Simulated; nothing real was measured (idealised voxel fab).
process module | voxel released beams
cross-section cut | 290 nm wide | cells 5 nm
A cross-section is a grid of square cells, given in bands from the top down. A band is one or more rows of cells.
Each band's line starts with the height of the band's top and of its bottom, in nm. Then come its materials from left to right, each with its width in nm. One material with "throughout" fills the band from edge to edge. "air" is empty space.
Height 0 is the level under which the wafer as received is all one material. The lowest band goes on downwards, as in "0 down".
A width such as "30 to 40" changes by the same amount from each row of cells to the next, from the band's top row to its bottom row.
"no change" after a step means that no cell of the cross-section changed.
closed voids: empty space of 8 cells or more with no open way to the top, each as width x height at its distance from the left edge, in nm
after a step's settings: what the simulator itself notes on the step
overlay nm, on a step with a mask: how far to the right of its planned place the mask lay; to the left if negative
plan
1 op RECEIVE | material Si
2 op CONFORMAL_DEP | material SiN | thk nm 5
3 op DIRECTIONAL_DEP | material SiO2 | thk nm 10
4 op DIRECTIONAL_DEP | material aC | thk nm 10
5 op PATTERN | tone open | mask id ANCHOR | material resist | width nm 40 | thk nm 25 | overlay nm 0
6 op DIRECTIONAL_ETCH | etch materials aC | depth nm 10
7 op STRIP | etch materials resist
8 op DIRECTIONAL_ETCH | etch materials SiO2 | depth nm 10
9 op STRIP | etch materials aC
10 op CONFORMAL_DEP | material W | thk nm 15
11 op MASKED_ETCH | tone cover | mask id BEAM | width nm 120 | etch materials W | depth nm 15 | overlay nm 0
12 op STRIP | etch materials SiO2
as received, after step 1
  0 down: Si throughout
  closed voids: none
first wafer at the end, as planned
  30 to 20: air 80 | W 20 | air 10 | W 90 | air 90
  20 to 15: air 80 | W 120 | air 90
  15 to 5: air 85 | W 40 | air 165
  5 to 0: SiN throughout
  0 down: Si throughout
  closed voids: none
second wafer at the end: like start, like plan, one mistake
  30 to 20: air 85 | W 15 | air 10 | W 95 | air 85
  20 to 15: air 85 | W 120 | air 85
  15 to 5: air 85 | W 40 | air 165
  5 to 0: SiN throughout
  0 down: Si throughout
  closed voids: none
what went wrong: step 11 ran as: op MASKED_ETCH | tone cover | mask id BEAM | width nm 120 | etch materials W | depth nm 15 | overlay nm 5
at the end the second wafer has, in cells: as many of each material as the first, in other places
